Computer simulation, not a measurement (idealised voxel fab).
The following is a process module called voxel self aligned vias.
The cross-section shown here is cut; it is 220 nm wide and divided into square cells measuring 5 nm on a side.
Just so we're on the same page, the cross-sections are grids of square cells, and they're listed out in bands top to bottom, each band one or more rows deep.
Look at the band entry: it leads with the top's height and the bottom's height in nm. Then it lists the materials left to right, with a width in nm for each. The word "all across" on a single material says that material fills the band edge to edge. The word "empty" is empty space.
Heights are measured from 0, the level below which the as-received wafer is all one material; the lowest band has no bottom and continues downward, written as in "from 0 down".
Note: "30..40" means the width goes from the first number (top row of the band) to the second number (bottom row) in equal steps per row of cells.
Where a step carries "nothing altered", the cross-section came out of it unchanged, cell for cell.
Sealed void list: empty space of 8 cells or more with no open way to the top, each as width x height at its distance from the left edge, in nm
The remark found on a step's line after its settings is issued by the simulator itself and pertains to that step.
What "overlay nm" on a step's line means: if the step has a mask, that mask lay this far to the right of its planned place, or, when the value is negative, to the left.
-- Intended process steps
1) RECEIVE,material Si
2) CONFORMAL_DEP,material SiO2,thk nm 15
3) CONFORMAL_DEP,material SiCN,thk nm 5
4) DIRECTIONAL_DEP,material lowk,thk nm 30
5) DIRECTIONAL_DEP,material aC,thk nm 15
6) PATTERN,tone open,mask id LINES,material resist,width nm 15,pitch nm 65,thk nm 35,overlay nm 0
7) DIRECTIONAL_ETCH,etch materials aC,depth nm 15
8) STRIP,etch materials resist
9) DIRECTIONAL_ETCH,etch materials lowk,depth nm 30
10) STRIP,etch materials aC
11) CONFORMAL_DEP,material TiN,thk nm 5
12) FILL_DEP,material W,thk nm 5
13) CMP,height nm 50
14) SELECTIVE_ETCH,etch materials W Ru TiN,depth nm 5
15) FILL_DEP,material SiN,thk nm 5
16) CMP,height nm 50
17) DIRECTIONAL_DEP,material lowk,thk nm 15
18) MASKED_ETCH,tone open,mask id VIAS,width nm 40,pitch nm 65,etch materials lowk,depth nm 15,overlay nm 0
19) MASKED_ETCH,tone open,mask id VIAS,width nm 40,pitch nm 65,etch materials SiN,depth nm 5,overlay nm 0
20) CONFORMAL_DEP,material TiN,thk nm 5
21) FILL_DEP,material Cu,thk nm 5
22) CMP,height nm 65
23) CONFORMAL_DEP,material SiN,thk nm 5
Keep in mind the plan's value for the width nm of step 6 comes from the first wafer; the wafers don't share that setting, but they do share the same starting point.
-- The as-received cross-section of the first of several wafers corresponds to the state after step 1
> from 0 down = Si all across
> Sealed void list: none
-- Here is how to read the rows: every wafer has a row, and it shows the wafer at the end of the module, giving for each material how many cells were gained (+) or lost (-) since the wafer was received, then listing its closed voids
width nm 15 | +26 Cu | +44 SiCN | +44 SiN | +132 SiO2 | +50 TiN | +8 W | +312 lowk | Sealed void list: none
width nm 20 | +28 Cu | +44 SiCN | +44 SiN | +132 SiO2 | +52 TiN | +16 W | +300 lowk | Sealed void list: none
width nm 25 | +30 Cu | +44 SiCN | +44 SiN | +132 SiO2 | +54 TiN | +24 W | +288 lowk | Sealed void list: none
width nm 30 | +32 Cu | +44 SiCN | +44 SiN | +132 SiO2 | +56 TiN | +32 W | +276 lowk | Sealed void list: none
width nm 35 | +34 Cu | +44 SiCN | +44 SiN | +132 SiO2 | +58 TiN | +40 W | +264 lowk | Sealed void list: none
